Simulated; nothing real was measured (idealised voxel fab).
The name of this process module is voxel double patterning.
295 nm wide, 5 nm square cells: that's cross-section cut.
Reading order for cross-sections: top band down to bottom band. Underlying form: a grid of square cells. Band size: one or more rows of cells.
A band entry consists of two parts. The first gives the height of the band's top and the height of its bottom, in nm. The rest lists the band's materials from left to right, each with its width in nm. A single material labelled with the word "everywhere" fills the band from edge to edge, and the word "air" marks empty space.
Below 0: as-received wafer, all one material; heights counted from there. Lowest band: no bottom, goes on down, written "from 0 down".
Top row gets the first number, bottom row gets the second, and each row in between changes by the same step: that is how a band width like "30..40" works.
What does "no change occurred" mean for a step? It means no cell of the cross-section changed in that step.
The label "Sealed internal cavities" introduces a list of the empty spaces, 8 cells or larger, that have no open way up to the top; each entry in it reads width x height at distance, where the distance is taken from the left edge and all three are stated in nm.
On a step's line, text after the settings is the simulator commenting on that step.
Among the settings permitted on a step's line is "overlay nm"; applied to a step with a mask, it specifies the extent to which the mask lay to the right of its planned position, whereas a negative figure signifies a position to the left.

Planned process steps
step 1: op RECEIVE | material Si
step 2: op CONFORMAL_DEP | material SiO2 | thk nm 5
step 3: op DIRECTIONAL_DEP | material W | thk nm 20
step 4: op DIRECTIONAL_DEP | material SiN | thk nm 10
step 5: op MASKED_ETCH | tone open | mask id FIRST | width nm 15 | pitch nm 50 | etch materials SiN | depth nm 10 | overlay nm 0
step 6: op DIRECTIONAL_DEP | material aC | thk nm 10
step 7: op PATTERN | tone open | mask id SECOND | material resist | width nm 15 | pitch nm 50 | thk nm 30 | overlay nm 0
step 8: op DIRECTIONAL_ETCH | etch materials aC | depth nm 10
step 9: op STRIP | etch materials resist
step 10: op DIRECTIONAL_ETCH | etch materials SiN | depth nm 10
step 11: op STRIP | etch materials aC
step 12: op DIRECTIONAL_ETCH | etch materials W | depth nm 20
step 13: op STRIP | etch materials SiN

Step 1 complete: cross-section of the wafer as received
from 0 down: Si everywhere
Sealed internal cavities: none

Cross-sectional view of the first of the two wafers upon completion of the module, processed in accordance with the plan
from 25 to 5: W (90) / air (15) / W (10) / air (15) / W (10) / air (15) / W (10) / air (15) / W (10) / air (15) / W (90)
from 5 to 0: SiO2 everywhere
from 0 down: Si everywhere
Sealed internal cavities: none

Second of two wafers, module complete, sectioned: it shares the first wafer's start and plan but was run with one mistake
from 25 to 20: SiO2 everywhere
from 20 to 0: W everywhere
from 0 down: Si everywhere
Sealed internal cavities: none
What was the processing mistake? the run placed steps 2 and 3 each in the position the plan gave to the other
at the end the second wafer has, in cells: +60 W
